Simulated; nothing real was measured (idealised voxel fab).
process module | voxel self aligned contacts
cross-section cut | 260 nm wide | cells 5 nm
A cross-section is a grid of square cells, given in bands from the top down. A band is one or more rows of cells.
Each band's line starts with the height of the band's top and of its bottom, in nm. Then come its materials from left to right, each with its width in nm. One material with "throughout" fills the band from edge to edge. "air" is empty space.
Height 0 is the level under which the wafer as received is all one material. The lowest band goes on downwards, as in "0 down".
A width such as "30 to 40" changes by the same amount from each row of cells to the next, from the band's top row to its bottom row.
"no change" after a step means that no cell of the cross-section changed.
closed voids: empty space of 8 cells or more with no open way to the top, each as width x height at its distance from the left edge, in nm
after a step's settings: what the simulator itself notes on the step
overlay nm, on a step with a mask: how far to the right of its planned place the mask lay; to the left if negative
plan
1 op RECEIVE | material Si
2 op OXIDIZE | depth nm 5
3 op DIRECTIONAL_DEP | material polySi | thk nm 30
4 op DIRECTIONAL_DEP | material SiN | thk nm 15
5 op MASKED_ETCH | tone cover | mask id GATE | width nm 25 | pitch nm 60 | etch materials SiN | depth nm 15 | overlay nm 0
6 op MASKED_ETCH | tone cover | mask id GATE | width nm 25 | pitch nm 60 | etch materials polySi | depth nm 30 | overlay nm 0
7 op CONFORMAL_DEP | material SiN | thk nm 5
8 op DIRECTIONAL_ETCH | etch materials SiN | depth nm 5
9 op FILL_DEP | material SiO2 | thk nm 20
10 op CMP | height nm 55
11 op MASKED_ETCH | tone open | mask id CONTACT | width nm 45 | etch materials SiO2 | depth nm 60 | overlay nm 0
12 op CONFORMAL_DEP | material TiN | thk nm 5
13 op FILL_DEP | material W | thk nm 10
14 op CMP | height nm 55
15 op CONFORMAL_DEP | material SiN | thk nm 5
as received, after step 1
  0 down: Si throughout
  closed voids: none
first wafer at the end, as planned
  60 to 55: SiN throughout
  55 to 45: SiO2 105 | TiN 5 to 15 | W 35 to 15 | TiN 5 to 15 | SiO2 110
  45 to 30: SiO2 80 | SiN 35 | TiN 5 | W 15 | TiN 5 | SiN 35 | SiO2 85
  30 to 0: SiO2 80 | SiN 5 | polySi 25 | SiN 5 | TiN 5 | W 15 | TiN 5 | SiN 5 | polySi 25 | SiN 5 | SiO2 85
  0 to -5: SiO2 115 | TiN 25 | SiO2 120
  -5 down: Si throughout
  closed voids: none
second wafer at the end: like start, like plan, one mistake
  60 to 55: SiN throughout
  55 to 45: W 100 to 75 | TiN 5 to 30 | SiO2 45 | TiN 5 to 30 | W 105 to 80
  45 to 30: W 75 | TiN 5 | SiN 35 | SiO2 25 | SiN 35 | TiN 5 | W 80
  30 to 0: W 75 | TiN 5 | SiN 5 | polySi 25 | SiN 5 | SiO2 25 | SiN 5 | polySi 25 | SiN 5 | TiN 5 | W 80
  0 to -5: TiN 80 | SiO2 95 | TiN 85
  -5 down: Si throughout
  closed voids: none
what went wrong: step 11 ran as: op MASKED_ETCH | tone cover | mask id CONTACT | width nm 45 | etch materials SiO2 | depth nm 60 | overlay nm 0
at the end the second wafer has, in cells: 348 fewer of SiO2 | 34 more of TiN | 314 more of W
